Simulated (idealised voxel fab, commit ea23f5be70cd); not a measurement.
process module | voxel wiring stack
cross-section cut | 195 nm wide | cells 5 nm
A cross-section is a grid of square cells, given in bands from the top down. A band is one or more rows of cells.
Each band's line starts with the height of the band's top and of its bottom, in nm. Then come its materials from left to right, each with its width in nm. One material with "throughout" fills the band from edge to edge. "air" is empty space.
Height 0 is the level under which the wafer as received is all one material. The lowest band goes on downwards, as in "0 down".
A width such as "30 to 40" changes by the same amount from each row of cells to the next, from the band's top row to its bottom row.
"no change" after a step means that no cell of the cross-section changed.
closed voids: empty space of 8 cells or more with no open way to the top, each as width x height at its distance from the left edge, in nm
after a step's settings: what the simulator itself notes on the step
overlay nm, on a step with a mask: how far to the right of its planned place the mask lay; to the left if negative
plan
1 op RECEIVE | material Si
2 op CONFORMAL_DEP | material SiO2 | thk nm 15
3 op CONFORMAL_DEP | material SiCN | thk nm 5
4 op DIRECTIONAL_DEP | material SiO2 | thk nm 20
5 op MASKED_ETCH | tone open | mask id METAL_1 | width nm 30 | pitch nm 45 | etch materials SiO2 | depth nm 20 | overlay nm 0
6 op MASKED_ETCH | tone open | mask id METAL_1 | width nm 30 | pitch nm 45 | etch materials SiCN | depth nm 5 | overlay nm 0
7 op CONFORMAL_DEP | material TiN | thk nm 5
8 op FILL_DEP | material W | thk nm 10
9 op CMP | height nm 40
10 op CONFORMAL_DEP | material SiCN | thk nm 5
11 op DIRECTIONAL_DEP | material SiO2 | thk nm 15
12 op MASKED_ETCH | tone open | mask id PLUG_1 | width nm 15 | pitch nm 45 | etch materials SiO2 | depth nm 15 | overlay nm 0
13 op MASKED_ETCH | tone open | mask id PLUG_1 | width nm 15 | pitch nm 45 | etch materials SiCN | depth nm 5 | overlay nm 0
14 op CONFORMAL_DEP | material TiN | thk nm 5
15 op FILL_DEP | material Cu | thk nm 10
16 op CMP | height nm 60
17 op CONFORMAL_DEP | material SiCN | thk nm 5
18 op DIRECTIONAL_DEP | material lowk | thk nm 25
19 op DIRECTIONAL_DEP | material aC | thk nm 10
20 op PATTERN | tone open | mask id METAL_2 | material resist | width nm 30 | pitch nm 45 | thk nm 30 | overlay nm 0
21 op DIRECTIONAL_ETCH | etch materials aC | depth nm 10
22 op STRIP | etch materials resist
23 op DIRECTIONAL_ETCH | etch materials lowk | depth nm 25
24 op DIRECTIONAL_ETCH | etch materials SiCN | depth nm 5
25 op STRIP | etch materials aC
26 op CONFORMAL_DEP | material TiN | thk nm 5
27 op FILL_DEP | material Ru | thk nm 10
28 op CMP | height nm 90
29 op CONFORMAL_DEP | material SiCN | thk nm 5
first wafer, as planned
as received, after step 1
  0 down: Si throughout
  closed voids: none
after step 2
  15 to 0: SiO2 throughout
  below 0: unchanged
after step 3
  20 to 15: SiCN throughout
  below 15: unchanged
after step 4
  40 to 20: SiO2 throughout
  below 20: unchanged
after step 5
  40 to 20: SiO2 60 | air 30 | SiO2 15 | air 30 | SiO2 60
  below 20: unchanged
after step 6
  40 to 20: SiO2 60 | air 30 | SiO2 15 | air 30 | SiO2 60
  20 to 15: SiCN 60 | air 30 | SiCN 15 | air 30 | SiCN 60
  below 15: unchanged
after step 7
  45 to 40: TiN 65 | air 20 | TiN 25 | air 20 | TiN 65
  40 to 20: SiO2 60 | TiN 5 | air 20 | TiN 5 | SiO2 15 | TiN 5 | air 20 | TiN 5 | SiO2 60
  20 to 15: SiCN 60 | TiN 30 | SiCN 15 | TiN 30 | SiCN 60
  below 15: unchanged
after step 8
  55 to 45: W throughout
  45 to 40: TiN 65 | W 20 | TiN 25 | W 20 | TiN 65
  40 to 20: SiO2 60 | TiN 5 | W 20 | TiN 5 | SiO2 15 | TiN 5 | W 20 | TiN 5 | SiO2 60
  below 20: unchanged
after step 9
  40 to 20: SiO2 60 | TiN 5 | W 20 | TiN 5 | SiO2 15 | TiN 5 | W 20 | TiN 5 | SiO2 60
  below 20: unchanged
after step 10
  45 to 40: SiCN throughout
  below 40: unchanged
after step 11
  60 to 45: SiO2 throughout
  below 45: unchanged
after step 12
  60 to 45: SiO2 60 | air 15 | SiO2 30 | air 15 | SiO2 75
  below 45: unchanged
after step 13
  60 to 45: SiO2 60 | air 15 | SiO2 30 | air 15 | SiO2 75
  45 to 40: SiCN 60 | air 15 | SiCN 30 | air 15 | SiCN 75
  below 40: unchanged
after step 14
  65 to 60: TiN 65 | air 5 | TiN 40 | air 5 | TiN 80
  60 to 45: SiO2 60 | TiN 5 | air 5 | TiN 5 | SiO2 30 | TiN 5 | air 5 | TiN 5 | SiO2 75
  45 to 40: SiCN 60 | TiN 15 | SiCN 30 | TiN 15 | SiCN 75
  below 40: unchanged
after step 15
  75 to 65: Cu throughout
  65 to 60: TiN 65 | Cu 5 | TiN 40 | Cu 5 | TiN 80
  60 to 45: SiO2 60 | TiN 5 | Cu 5 | TiN 5 | SiO2 30 | TiN 5 | Cu 5 | TiN 5 | SiO2 75
  below 45: unchanged
after step 16
  60 to 45: SiO2 60 | TiN 5 | Cu 5 | TiN 5 | SiO2 30 | TiN 5 | Cu 5 | TiN 5 | SiO2 75
  below 45: unchanged
after step 17
  65 to 60: SiCN throughout
  below 60: unchanged
after step 18
  90 to 65: lowk throughout
  below 65: unchanged
after step 19
  100 to 90: aC throughout
  below 90: unchanged
after step 20
  130 to 100: resist 60 | air 30 | resist 15 | air 30 | resist 60
  below 100: unchanged
after step 21
  120 to 100: resist 60 | air 30 | resist 15 | air 30 | resist 60
  100 to 90: aC 60 | air 30 | aC 15 | air 30 | aC 60
  below 90: unchanged
after step 22
  100 to 90: aC 60 | air 30 | aC 15 | air 30 | aC 60
  below 90: unchanged
after step 23
  100 to 90: aC 60 | air 30 | aC 15 | air 30 | aC 60
  90 to 65: lowk 60 | air 30 | lowk 15 | air 30 | lowk 60
  below 65: unchanged
after step 24
  100 to 90: aC 60 | air 30 | aC 15 | air 30 | aC 60
  90 to 65: lowk 60 | air 30 | lowk 15 | air 30 | lowk 60
  65 to 60: SiCN 60 | air 30 | SiCN 15 | air 30 | SiCN 60
  below 60: unchanged
after step 25
  90 to 65: lowk 60 | air 30 | lowk 15 | air 30 | lowk 60
  below 65: unchanged
after step 26
  95 to 90: TiN 65 | air 20 | TiN 25 | air 20 | TiN 65
  90 to 65: lowk 60 | TiN 5 | air 20 | TiN 5 | lowk 15 | TiN 5 | air 20 | TiN 5 | lowk 60
  65 to 60: SiCN 60 | TiN 30 | SiCN 15 | TiN 30 | SiCN 60
  below 60: unchanged
after step 27
  105 to 95: Ru throughout
  95 to 90: TiN 65 | Ru 20 | TiN 25 | Ru 20 | TiN 65
  90 to 65: lowk 60 | TiN 5 | Ru 20 | TiN 5 | lowk 15 | TiN 5 | Ru 20 | TiN 5 | lowk 60
  below 65: unchanged
after step 28
  90 to 65: lowk 60 | TiN 5 | Ru 20 | TiN 5 | lowk 15 | TiN 5 | Ru 20 | TiN 5 | lowk 60
  below 65: unchanged
after step 29
  95 to 90: SiCN throughout
  below 90: unchanged
second wafer: like start, like plan, one mistake. Through step 5 it matches the first wafer
when step 6 should have ended
  40 to 20: SiO2 60 | air 30 | SiO2 15 | air 30 | SiO2 60
  20 to 15: SiCN 70 | air 20 | SiCN 25 | air 20 | SiCN 60
  below 15: unchanged
when step 7 should have ended
  45 to 40: TiN 65 | air 20 | TiN 25 | air 20 | TiN 65
  40 to 25: SiO2 60 | TiN 5 | air 20 | TiN 5 | SiO2 15 | TiN 5 | air 20 | TiN 5 | SiO2 60
  25 to 20: SiO2 60 | TiN 15 | air 10 | TiN 5 | SiO2 15 | TiN 15 | air 10 | TiN 5 | SiO2 60
  20 to 15: SiCN 70 | TiN 20 | SiCN 25 | TiN 20 | SiCN 60
  below 15: unchanged
when step 8 should have ended
  55 to 45: W throughout
  45 to 40: TiN 65 | W 20 | TiN 25 | W 20 | TiN 65
  40 to 25: SiO2 60 | TiN 5 | W 20 | TiN 5 | SiO2 15 | TiN 5 | W 20 | TiN 5 | SiO2 60
  25 to 20: SiO2 60 | TiN 15 | W 10 | TiN 5 | SiO2 15 | TiN 15 | W 10 | TiN 5 | SiO2 60
  below 20: unchanged
when step 9 should have ended
  40 to 25: SiO2 60 | TiN 5 | W 20 | TiN 5 | SiO2 15 | TiN 5 | W 20 | TiN 5 | SiO2 60
  below 25: unchanged
when step 10 should have ended
  45 to 40: SiCN throughout
  below 40: unchanged
when step 11 should have ended
  60 to 45: SiO2 throughout
  below 45: unchanged
when step 12 should have ended
  60 to 45: SiO2 60 | air 15 | SiO2 30 | air 15 | SiO2 75
  below 45: unchanged
when step 13 should have ended
  60 to 45: SiO2 60 | air 15 | SiO2 30 | air 15 | SiO2 75
  45 to 40: SiCN 60 | air 15 | SiCN 30 | air 15 | SiCN 75
  below 40: unchanged
when step 14 should have ended
  65 to 60: TiN 65 | air 5 | TiN 40 | air 5 | TiN 80
  60 to 45: SiO2 60 | TiN 5 | air 5 | TiN 5 | SiO2 30 | TiN 5 | air 5 | TiN 5 | SiO2 75
  45 to 40: SiCN 60 | TiN 15 | SiCN 30 | TiN 15 | SiCN 75
  below 40: unchanged
when step 15 should have ended
  75 to 65: Cu throughout
  65 to 60: TiN 65 | Cu 5 | TiN 40 | Cu 5 | TiN 80
  60 to 45: SiO2 60 | TiN 5 | Cu 5 | TiN 5 | SiO2 30 | TiN 5 | Cu 5 | TiN 5 | SiO2 75
  below 45: unchanged
when step 16 should have ended
  60 to 45: SiO2 60 | TiN 5 | Cu 5 | TiN 5 | SiO2 30 | TiN 5 | Cu 5 | TiN 5 | SiO2 75
  below 45: unchanged
when step 17 should have ended
  65 to 60: SiCN throughout
  below 60: unchanged
when step 18 should have ended
  90 to 65: lowk throughout
  below 65: unchanged
when step 19 should have ended
  100 to 90: aC throughout
  below 90: unchanged
when step 20 should have ended
  130 to 100: resist 60 | air 30 | resist 15 | air 30 | resist 60
  below 100: unchanged
when step 21 should have ended
  120 to 100: resist 60 | air 30 | resist 15 | air 30 | resist 60
  100 to 90: aC 60 | air 30 | aC 15 | air 30 | aC 60
  below 90: unchanged
when step 22 should have ended
  100 to 90: aC 60 | air 30 | aC 15 | air 30 | aC 60
  below 90: unchanged
when step 23 should have ended
  100 to 90: aC 60 | air 30 | aC 15 | air 30 | aC 60
  90 to 65: lowk 60 | air 30 | lowk 15 | air 30 | lowk 60
  below 65: unchanged
when step 24 should have ended
  100 to 90: aC 60 | air 30 | aC 15 | air 30 | aC 60
  90 to 65: lowk 60 | air 30 | lowk 15 | air 30 | lowk 60
  65 to 60: SiCN 60 | air 30 | SiCN 15 | air 30 | SiCN 60
  below 60: unchanged
when step 25 should have ended
  90 to 65: lowk 60 | air 30 | lowk 15 | air 30 | lowk 60
  below 65: unchanged
when step 26 should have ended
  95 to 90: TiN 65 | air 20 | TiN 25 | air 20 | TiN 65
  90 to 65: lowk 60 | TiN 5 | air 20 | TiN 5 | lowk 15 | TiN 5 | air 20 | TiN 5 | lowk 60
  65 to 60: SiCN 60 | TiN 30 | SiCN 15 | TiN 30 | SiCN 60
  below 60: unchanged
when step 27 should have ended
  105 to 95: Ru throughout
  95 to 90: TiN 65 | Ru 20 | TiN 25 | Ru 20 | TiN 65
  90 to 65: lowk 60 | TiN 5 | Ru 20 | TiN 5 | lowk 15 | TiN 5 | Ru 20 | TiN 5 | lowk 60
  below 65: unchanged
when step 28 should have ended
  90 to 65: lowk 60 | TiN 5 | Ru 20 | TiN 5 | lowk 15 | TiN 5 | Ru 20 | TiN 5 | lowk 60
  below 65: unchanged
when step 29 should have ended
  95 to 90: SiCN throughout
  below 90: unchanged
what went wrong: step 6 ran as: op MASKED_ETCH | tone open | mask id METAL_1 | width nm 30 | pitch nm 45 | etch materials SiCN | depth nm 5 | overlay nm 10
at the end the second wafer has, in cells: 4 more of SiCN | 4 fewer of W
